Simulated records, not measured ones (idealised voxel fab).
The name of this process module is voxel wiring stack.
Pictured: cross-section cut, 215 nm wide, on a grid of 5 nm square cells.
Square cells in a grid make up a cross-section in this document, and the grid is given as bands, listed from the top down, each one or more rows of cells.
For a band, the entry starts with two heights in nm, that of the top and then that of the bottom, and carries on with the band's materials in order from left to right, each alongside its width in nm; the word "full width" beside a single material means it fills the band edge to edge, and "empty" means empty space.
Heights are expressed relative to 0, this being the level below which the as-received wafer comprises one material exclusively. The lowest band is unbounded in the downward direction and is denoted as in "0 nm and below".
Quick explanation for "30..40": the width changes in equal steps down the rows of cells, from the first number in the band's top row to the second number in its bottom row.
For the purposes of this document, the phrase "same as before" attached to a step denotes that no cell within the cross-section was modified by that step.
This entry, "Closed void list", enumerates those empty regions of no fewer than 8 cells that possess no open connection to the top. Each region is reported in the form width x height at distance, the distance being taken from the left edge, with all three quantities expressed in nm.
Formally, on a step line, whatever follows the settings is a remark that the simulator itself makes on the step.
What "overlay nm" on a step's line means: if the step has a mask, that mask lay this far to the right of its planned place, or, when the value is negative, to the left.

[The process steps that were planned are listed below]
1. RECEIVE [material Si]
2. CONFORMAL_DEP [material SiO2] [thk nm 15]
3. DIRECTIONAL_DEP [material TiN] [thk nm 5]
4. DIRECTIONAL_DEP [material Ru] [thk nm 20]
5. MASKED_ETCH [tone cover] [mask id METAL_1] [width nm 25] [pitch nm 55] [etch materials Ru] [depth nm 20] [overlay nm 0]
6. MASKED_ETCH [tone cover] [mask id METAL_1] [width nm 25] [pitch nm 55] [etch materials TiN] [depth nm 5] [overlay nm 0]
7. CONFORMAL_DEP [material SiN] [thk nm 5]
8. FILL_DEP [material lowk] [thk nm 5]
9. CMP [height nm 40]
10. CONFORMAL_DEP [material SiCN] [thk nm 5]
11. DIRECTIONAL_DEP [material SiO2] [thk nm 30]
12. PATTERN [tone open] [mask id METAL_2] [material resist] [width nm 25] [pitch nm 55] [thk nm 15] [overlay nm 0]
13. DIRECTIONAL_ETCH [etch materials SiO2] [depth nm 20]
14. STRIP [etch materials resist]
15. DIRECTIONAL_DEP [material aC] [thk nm 15]
16. PATTERN [tone open] [mask id METAL_2_HOLES] [material resist] [width nm 15] [pitch nm 55] [thk nm 30] [overlay nm 0]
17. DIRECTIONAL_ETCH [etch materials aC] [depth nm 15]
18. STRIP [etch materials resist]
19. DIRECTIONAL_ETCH [etch materials SiO2] [depth nm 10]
20. DIRECTIONAL_ETCH [etch materials SiCN] [depth nm 5]
21. STRIP [etch materials aC]
22. CONFORMAL_DEP [material TiN] [thk nm 5]
23. FILL_DEP [material Cu] [thk nm 10]
24. CMP [height nm 75]
25. CONFORMAL_DEP [material SiCN] [thk nm 5]

[Run as planned: first of two wafers]

[Step 1 complete: cross-section of the wafer as received]
* 0 nm and below = Si full width
* Closed void list: none

[Cross-section of the wafer after step 2]
* 15 nm to 0 nm = SiO2 full width
* Nothing below the height 0 has changed.

[Cross-section of the wafer after step 3]
* 20 nm to 15 nm = TiN full width
* Nothing below the height 15 has changed.

[Cross-section of the wafer after step 4]
* 40 nm to 20 nm = Ru full width
* Nothing below the height 20 has changed.

[Cross-section of the wafer after step 5]
* 40 nm to 20 nm = 40 empty, then 25 Ru, then 30 empty, then 25 Ru, then 30 empty, then 25 Ru, then 40 empty
* Nothing below the height 20 has changed.

[Cross-section of the wafer after step 6]
* 40 nm to 20 nm = 40 empty, then 25 Ru, then 30 empty, then 25 Ru, then 30 empty, then 25 Ru, then 40 empty
* 20 nm to 15 nm = 40 empty, then 25 TiN, then 30 empty, then 25 TiN, then 30 empty, then 25 TiN, then 40 empty
* Nothing below the height 15 has changed.

[Cross-section of the wafer after step 7]
* 45 nm to 40 nm = 35 empty, then 35 SiN, then 20 empty, then 35 SiN, then 20 empty, then 35 SiN, then 35 empty
* 40 nm to 20 nm = 35 empty, then 5 SiN, then 25 Ru, then 5 SiN, then 20 empty, then 5 SiN, then 25 Ru, then 5 SiN, then 20 empty, then 5 SiN, then 25 Ru, then 5 SiN, then 35 empty
* 20 nm to 15 nm = 40 SiN, then 25 TiN, then 30 SiN, then 25 TiN, then 30 SiN, then 25 TiN, then 40 SiN
* Nothing below the height 15 has changed.

[Cross-section of the wafer after step 8]
* 50 nm to 45 nm = lowk full width
* 45 nm to 40 nm = 35 lowk, then 35 SiN, then 20 lowk, then 35 SiN, then 20 lowk, then 35 SiN, then 35 lowk
* 40 nm to 20 nm = 35 lowk, then 5 SiN, then 25 Ru, then 5 SiN, then 20 lowk, then 5 SiN, then 25 Ru, then 5 SiN, then 20 lowk, then 5 SiN, then 25 Ru, then 5 SiN, then 35 lowk
* Nothing below the height 20 has changed.

[Cross-section of the wafer after step 9]
* 40 nm to 20 nm = 35 lowk, then 5 SiN, then 25 Ru, then 5 SiN, then 20 lowk, then 5 SiN, then 25 Ru, then 5 SiN, then 20 lowk, then 5 SiN, then 25 Ru, then 5 SiN, then 35 lowk
* Nothing below the height 20 has changed.

[Cross-section of the wafer after step 10]
* 45 nm to 40 nm = SiCN full width
* Nothing below the height 40 has changed.

[Cross-section of the wafer after step 11]
* 75 nm to 45 nm = SiO2 full width
* Nothing below the height 45 has changed.

[Cross-section of the wafer after step 12]
* 90 nm to 75 nm = 40 resist, then 25 empty, then 30 resist, then 25 empty, then 30 resist, then 25 empty, then 40 resist
* Nothing below the height 75 has changed.

[Cross-section of the wafer after step 13]
* 90 nm to 75 nm = 40 resist, then 25 empty, then 30 resist, then 25 empty, then 30 resist, then 25 empty, then 40 resist
* 75 nm to 55 nm = 40 SiO2, then 25 empty, then 30 SiO2, then 25 empty, then 30 SiO2, then 25 empty, then 40 SiO2
* Nothing below the height 55 has changed.

[Cross-section of the wafer after step 14]
* 75 nm to 55 nm = 40 SiO2, then 25 empty, then 30 SiO2, then 25 empty, then 30 SiO2, then 25 empty, then 40 SiO2
* Nothing below the height 55 has changed.

[Cross-section of the wafer after step 15]
* 90 nm to 75 nm = 40 aC, then 25 empty, then 30 aC, then 25 empty, then 30 aC, then 25 empty, then 40 aC
* 75 nm to 70 nm = 40 SiO2, then 25 empty, then 30 SiO2, then 25 empty, then 30 SiO2, then 25 empty, then 40 SiO2
* 70 nm to 55 nm = 40 SiO2, then 25 aC, then 30 SiO2, then 25 aC, then 30 SiO2, then 25 aC, then 40 SiO2
* Nothing below the height 55 has changed.

[Cross-section of the wafer after step 16]
* 120 nm to 90 nm = 40 resist, then 15 empty, then 40 resist, then 15 empty, then 40 resist, then 15 empty, then 50 resist
* 90 nm to 75 nm = 40 aC, then 15 empty, then 10 resist, then 30 aC, then 15 empty, then 10 resist, then 30 aC, then 15 empty, then 10 resist, then 40 aC
* 75 nm to 70 nm = 40 SiO2, then 15 empty, then 10 resist, then 30 SiO2, then 15 empty, then 10 resist, then 30 SiO2, then 15 empty, then 10 resist, then 40 SiO2
* Nothing below the height 70 has changed.

[Cross-section of the wafer after step 17]
* 105 nm to 90 nm = 40 resist, then 15 empty, then 40 resist, then 15 empty, then 40 resist, then 15 empty, then 50 resist
* 90 nm to 75 nm = 40 aC, then 15 empty, then 10 resist, then 30 aC, then 15 empty, then 10 resist, then 30 aC, then 15 empty, then 10 resist, then 40 aC
* 75 nm to 70 nm = 40 SiO2, then 15 empty, then 10 resist, then 30 SiO2, then 15 empty, then 10 resist, then 30 SiO2, then 15 empty, then 10 resist, then 40 SiO2
* 70 nm to 55 nm = 40 SiO2, then 15 empty, then 10 aC, then 30 SiO2, then 15 empty, then 10 aC, then 30 SiO2, then 15 empty, then 10 aC, then 40 SiO2
* Nothing below the height 55 has changed.

[Cross-section of the wafer after step 18]
* 90 nm to 75 nm = 40 aC, then 25 empty, then 30 aC, then 25 empty, then 30 aC, then 25 empty, then 40 aC
* 75 nm to 70 nm = 40 SiO2, then 25 empty, then 30 SiO2, then 25 empty, then 30 SiO2, then 25 empty, then 40 SiO2
* Nothing below the height 70 has changed.

[Cross-section of the wafer after step 19]
* 90 nm to 75 nm = 40 aC, then 25 empty, then 30 aC, then 25 empty, then 30 aC, then 25 empty, then 40 aC
* 75 nm to 70 nm = 40 SiO2, then 25 empty, then 30 SiO2, then 25 empty, then 30 SiO2, then 25 empty, then 40 SiO2
* 70 nm to 55 nm = 40 SiO2, then 15 empty, then 10 aC, then 30 SiO2, then 15 empty, then 10 aC, then 30 SiO2, then 15 empty, then 10 aC, then 40 SiO2
* 55 nm to 45 nm = 40 SiO2, then 15 empty, then 40 SiO2, then 15 empty, then 40 SiO2, then 15 empty, then 50 SiO2
* Nothing below the height 45 has changed.

[Cross-section of the wafer after step 20]
* 90 nm to 75 nm = 40 aC, then 25 empty, then 30 aC, then 25 empty, then 30 aC, then 25 empty, then 40 aC
* 75 nm to 70 nm = 40 SiO2, then 25 empty, then 30 SiO2, then 25 empty, then 30 SiO2, then 25 empty, then 40 SiO2
* 70 nm to 55 nm = 40 SiO2, then 15 empty, then 10 aC, then 30 SiO2, then 15 empty, then 10 aC, then 30 SiO2, then 15 empty, then 10 aC, then 40 SiO2
* 55 nm to 45 nm = 40 SiO2, then 15 empty, then 40 SiO2, then 15 empty, then 40 SiO2, then 15 empty, then 50 SiO2
* 45 nm to 40 nm = 40 SiCN, then 15 empty, then 40 SiCN, then 15 empty, then 40 SiCN, then 15 empty, then 50 SiCN
* Nothing below the height 40 has changed.

[Cross-section of the wafer after step 21]
* 75 nm to 55 nm = 40 SiO2, then 25 empty, then 30 SiO2, then 25 empty, then 30 SiO2, then 25 empty, then 40 SiO2
* Nothing below the height 55 has changed.

[Cross-section of the wafer after step 22]
* 80 nm to 75 nm = 45 TiN, then 15 empty, then 40 TiN, then 15 empty, then 40 TiN, then 15 empty, then 45 TiN
* 75 nm to 60 nm = 40 SiO2, then 5 TiN, then 15 empty, then 5 TiN, then 30 SiO2, then 5 TiN, then 15 empty, then 5 TiN, then 30 SiO2, then 5 TiN, then 15 empty, then 5 TiN, then 40 SiO2
* 60 nm to 55 nm = 40 SiO2, then 5 TiN, then 5 empty, then 15 TiN, then 30 SiO2, then 5 TiN, then 5 empty, then 15 TiN, then 30 SiO2, then 5 TiN, then 5 empty, then 15 TiN, then 40 SiO2
* 55 nm to 45 nm = 40 SiO2, then 5 TiN, then 5 empty, then 5 TiN, then 40 SiO2, then 5 TiN, then 5 empty, then 5 TiN, then 40 SiO2, then 5 TiN, then 5 empty, then 5 TiN, then 50 SiO2
* 45 nm to 40 nm = 40 SiCN, then 15 TiN, then 40 SiCN, then 15 TiN, then 40 SiCN, then 15 TiN, then 50 SiCN
* Nothing below the height 40 has changed.

[Cross-section of the wafer after step 23]
* 90 nm to 80 nm = Cu full width
* 80 nm to 75 nm = 45 TiN, then 15 Cu, then 40 TiN, then 15 Cu, then 40 TiN, then 15 Cu, then 45 TiN
* 75 nm to 60 nm = 40 SiO2, then 5 TiN, then 15 Cu, then 5 TiN, then 30 SiO2, then 5 TiN, then 15 Cu, then 5 TiN, then 30 SiO2, then 5 TiN, then 15 Cu, then 5 TiN, then 40 SiO2
* 60 nm to 55 nm = 40 SiO2, then 5 TiN, then 5 Cu, then 15 TiN, then 30 SiO2, then 5 TiN, then 5 Cu, then 15 TiN, then 30 SiO2, then 5 TiN, then 5 Cu, then 15 TiN, then 40 SiO2
* 55 nm to 45 nm = 40 SiO2, then 5 TiN, then 5 Cu, then 5 TiN, then 40 SiO2, then 5 TiN, then 5 Cu, then 5 TiN, then 40 SiO2, then 5 TiN, then 5 Cu, then 5 TiN, then 50 SiO2
* Nothing below the height 45 has changed.

[Cross-section of the wafer after step 24]
* 75 nm to 60 nm = 40 SiO2, then 5 TiN, then 15 Cu, then 5 TiN, then 30 SiO2, then 5 TiN, then 15 Cu, then 5 TiN, then 30 SiO2, then 5 TiN, then 15 Cu, then 5 TiN, then 40 SiO2
* Nothing below the height 60 has changed.

[Cross-section of the wafer after step 25]
* 80 nm to 75 nm = SiCN full width
* Nothing below the height 75 has changed.

[The second wafer: identical to the first at the outset and in its planned sequence, differing only in that one mistake was made during processing; up to and including step 1, its path is the first wafer's path]

[Second wafer, cut view, end of step 2 per plan]
* 5 nm to 0 nm = TiN full width
* Nothing below the height 0 has changed.

[Second wafer, cut view, end of step 3 per plan]
* 20 nm to 5 nm = SiO2 full width
* Nothing below the height 5 has changed.

[Second wafer, cut view, end of step 4 per plan]
* 40 nm to 20 nm = Ru full width
* Nothing below the height 20 has changed.

[Second wafer, cut view, end of step 5 per plan]
* 40 nm to 20 nm = 40 empty, then 25 Ru, then 30 empty, then 25 Ru, then 30 empty, then 25 Ru, then 40 empty
* Nothing below the height 20 has changed.

Second wafer, cut view, end of step 6 per plan: same as before

[Second wafer, cut view, end of step 7 per plan]
* 45 nm to 40 nm = 35 empty, then 35 SiN, then 20 empty, then 35 SiN, then 20 empty, then 35 SiN, then 35 empty
* 40 nm to 25 nm = 35 empty, then 5 SiN, then 25 Ru, then 5 SiN, then 20 empty, then 5 SiN, then 25 Ru, then 5 SiN, then 20 empty, then 5 SiN, then 25 Ru, then 5 SiN, then 35 empty
* 25 nm to 20 nm = 40 SiN, then 25 Ru, then 30 SiN, then 25 Ru, then 30 SiN, then 25 Ru, then 40 SiN
* Nothing below the height 20 has changed.

[Second wafer, cut view, end of step 8 per plan]
* 50 nm to 45 nm = lowk full width
* 45 nm to 40 nm = 35 lowk, then 35 SiN, then 20 lowk, then 35 SiN, then 20 lowk, then 35 SiN, then 35 lowk
* 40 nm to 25 nm = 35 lowk, then 5 SiN, then 25 Ru, then 5 SiN, then 20 lowk, then 5 SiN, then 25 Ru, then 5 SiN, then 20 lowk, then 5 SiN, then 25 Ru, then 5 SiN, then 35 lowk
* Nothing below the height 25 has changed.

[Second wafer, cut view, end of step 9 per plan]
* 40 nm to 25 nm = 35 lowk, then 5 SiN, then 25 Ru, then 5 SiN, then 20 lowk, then 5 SiN, then 25 Ru, then 5 SiN, then 20 lowk, then 5 SiN, then 25 Ru, then 5 SiN, then 35 lowk
* Nothing below the height 25 has changed.

[Second wafer, cut view, end of step 10 per plan]
* 45 nm to 40 nm = SiCN full width
* Nothing below the height 40 has changed.

[Second wafer, cut view, end of step 11 per plan]
* 75 nm to 45 nm = SiO2 full width
* Nothing below the height 45 has changed.

[Second wafer, cut view, end of step 12 per plan]
* 90 nm to 75 nm = 40 resist, then 25 empty, then 30 resist, then 25 empty, then 30 resist, then 25 empty, then 40 resist
* Nothing below the height 75 has changed.

[Second wafer, cut view, end of step 13 per plan]
* 90 nm to 75 nm = 40 resist, then 25 empty, then 30 resist, then 25 empty, then 30 resist, then 25 empty, then 40 resist
* 75 nm to 55 nm = 40 SiO2, then 25 empty, then 30 SiO2, then 25 empty, then 30 SiO2, then 25 empty, then 40 SiO2
* Nothing below the height 55 has changed.

[Second wafer, cut view, end of step 14 per plan]
* 75 nm to 55 nm = 40 SiO2, then 25 empty, then 30 SiO2, then 25 empty, then 30 SiO2, then 25 empty, then 40 SiO2
* Nothing below the height 55 has changed.

[Second wafer, cut view, end of step 15 per plan]
* 90 nm to 75 nm = 40 aC, then 25 empty, then 30 aC, then 25 empty, then 30 aC, then 25 empty, then 40 aC
* 75 nm to 70 nm = 40 SiO2, then 25 empty, then 30 SiO2, then 25 empty, then 30 SiO2, then 25 empty, then 40 SiO2
* 70 nm to 55 nm = 40 SiO2, then 25 aC, then 30 SiO2, then 25 aC, then 30 SiO2, then 25 aC, then 40 SiO2
* Nothing below the height 55 has changed.

[Second wafer, cut view, end of step 16 per plan]
* 120 nm to 90 nm = 40 resist, then 15 empty, then 40 resist, then 15 empty, then 40 resist, then 15 empty, then 50 resist
* 90 nm to 75 nm = 40 aC, then 15 empty, then 10 resist, then 30 aC, then 15 empty, then 10 resist, then 30 aC, then 15 empty, then 10 resist, then 40 aC
* 75 nm to 70 nm = 40 SiO2, then 15 empty, then 10 resist, then 30 SiO2, then 15 empty, then 10 resist, then 30 SiO2, then 15 empty, then 10 resist, then 40 SiO2
* Nothing below the height 70 has changed.

[Second wafer, cut view, end of step 17 per plan]
* 105 nm to 90 nm = 40 resist, then 15 empty, then 40 resist, then 15 empty, then 40 resist, then 15 empty, then 50 resist
* 90 nm to 75 nm = 40 aC, then 15 empty, then 10 resist, then 30 aC, then 15 empty, then 10 resist, then 30 aC, then 15 empty, then 10 resist, then 40 aC
* 75 nm to 70 nm = 40 SiO2, then 15 empty, then 10 resist, then 30 SiO2, then 15 empty, then 10 resist, then 30 SiO2, then 15 empty, then 10 resist, then 40 SiO2
* 70 nm to 55 nm = 40 SiO2, then 15 empty, then 10 aC, then 30 SiO2, then 15 empty, then 10 aC, then 30 SiO2, then 15 empty, then 10 aC, then 40 SiO2
* Nothing below the height 55 has changed.

[Second wafer, cut view, end of step 18 per plan]
* 90 nm to 75 nm = 40 aC, then 25 empty, then 30 aC, then 25 empty, then 30 aC, then 25 empty, then 40 aC
* 75 nm to 70 nm = 40 SiO2, then 25 empty, then 30 SiO2, then 25 empty, then 30 SiO2, then 25 empty, then 40 SiO2
* Nothing below the height 70 has changed.

[Second wafer, cut view, end of step 19 per plan]
* 90 nm to 75 nm = 40 aC, then 25 empty, then 30 aC, then 25 empty, then 30 aC, then 25 empty, then 40 aC
* 75 nm to 70 nm = 40 SiO2, then 25 empty, then 30 SiO2, then 25 empty, then 30 SiO2, then 25 empty, then 40 SiO2
* 70 nm to 55 nm = 40 SiO2, then 15 empty, then 10 aC, then 30 SiO2, then 15 empty, then 10 aC, then 30 SiO2, then 15 empty, then 10 aC, then 40 SiO2
* 55 nm to 45 nm = 40 SiO2, then 15 empty, then 40 SiO2, then 15 empty, then 40 SiO2, then 15 empty, then 50 SiO2
* Nothing below the height 45 has changed.

[Second wafer, cut view, end of step 20 per plan]
* 90 nm to 75 nm = 40 aC, then 25 empty, then 30 aC, then 25 empty, then 30 aC, then 25 empty, then 40 aC
* 75 nm to 70 nm = 40 SiO2, then 25 empty, then 30 SiO2, then 25 empty, then 30 SiO2, then 25 empty, then 40 SiO2
* 70 nm to 55 nm = 40 SiO2, then 15 empty, then 10 aC, then 30 SiO2, then 15 empty, then 10 aC, then 30 SiO2, then 15 empty, then 10 aC, then 40 SiO2
* 55 nm to 45 nm = 40 SiO2, then 15 empty, then 40 SiO2, then 15 empty, then 40 SiO2, then 15 empty, then 50 SiO2
* 45 nm to 40 nm = 40 SiCN, then 15 empty, then 40 SiCN, then 15 empty, then 40 SiCN, then 15 empty, then 50 SiCN
* Nothing below the height 40 has changed.

[Second wafer, cut view, end of step 21 per plan]
* 75 nm to 55 nm = 40 SiO2, then 25 empty, then 30 SiO2, then 25 empty, then 30 SiO2, then 25 empty, then 40 SiO2
* Nothing below the height 55 has changed.

[Second wafer, cut view, end of step 22 per plan]
* 80 nm to 75 nm = 45 TiN, then 15 empty, then 40 TiN, then 15 empty, then 40 TiN, then 15 empty, then 45 TiN
* 75 nm to 60 nm = 40 SiO2, then 5 TiN, then 15 empty, then 5 TiN, then 30 SiO2, then 5 TiN, then 15 empty, then 5 TiN, then 30 SiO2, then 5 TiN, then 15 empty, then 5 TiN, then 40 SiO2
* 60 nm to 55 nm = 40 SiO2, then 5 TiN, then 5 empty, then 15 TiN, then 30 SiO2, then 5 TiN, then 5 empty, then 15 TiN, then 30 SiO2, then 5 TiN, then 5 empty, then 15 TiN, then 40 SiO2
* 55 nm to 45 nm = 40 SiO2, then 5 TiN, then 5 empty, then 5 TiN, then 40 SiO2, then 5 TiN, then 5 empty, then 5 TiN, then 40 SiO2, then 5 TiN, then 5 empty, then 5 TiN, then 50 SiO2
* 45 nm to 40 nm = 40 SiCN, then 15 TiN, then 40 SiCN, then 15 TiN, then 40 SiCN, then 15 TiN, then 50 SiCN
* Nothing below the height 40 has changed.

[Second wafer, cut view, end of step 23 per plan]
* 90 nm to 80 nm = Cu full width
* 80 nm to 75 nm = 45 TiN, then 15 Cu, then 40 TiN, then 15 Cu, then 40 TiN, then 15 Cu, then 45 TiN
* 75 nm to 60 nm = 40 SiO2, then 5 TiN, then 15 Cu, then 5 TiN, then 30 SiO2, then 5 TiN, then 15 Cu, then 5 TiN, then 30 SiO2, then 5 TiN, then 15 Cu, then 5 TiN, then 40 SiO2
* 60 nm to 55 nm = 40 SiO2, then 5 TiN, then 5 Cu, then 15 TiN, then 30 SiO2, then 5 TiN, then 5 Cu, then 15 TiN, then 30 SiO2, then 5 TiN, then 5 Cu, then 15 TiN, then 40 SiO2
* 55 nm to 45 nm = 40 SiO2, then 5 TiN, then 5 Cu, then 5 TiN, then 40 SiO2, then 5 TiN, then 5 Cu, then 5 TiN, then 40 SiO2, then 5 TiN, then 5 Cu, then 5 TiN, then 50 SiO2
* Nothing below the height 45 has changed.

[Second wafer, cut view, end of step 24 per plan]
* 75 nm to 60 nm = 40 SiO2, then 5 TiN, then 15 Cu, then 5 TiN, then 30 SiO2, then 5 TiN, then 15 Cu, then 5 TiN, then 30 SiO2, then 5 TiN, then 15 Cu, then 5 TiN, then 40 SiO2
* Nothing below the height 60 has changed.

[Second wafer, cut view, end of step 25 per plan]
* 80 nm to 75 nm = SiCN full width
* Nothing below the height 75 has changed.
Plan not followed: steps 2 and 3 traded places in the executed sequence
Final comparison by cell count, materials where the second wafer has more or fewer than the first: 6 fewer of SiN; 28 more of TiN; 22 fewer of lowk
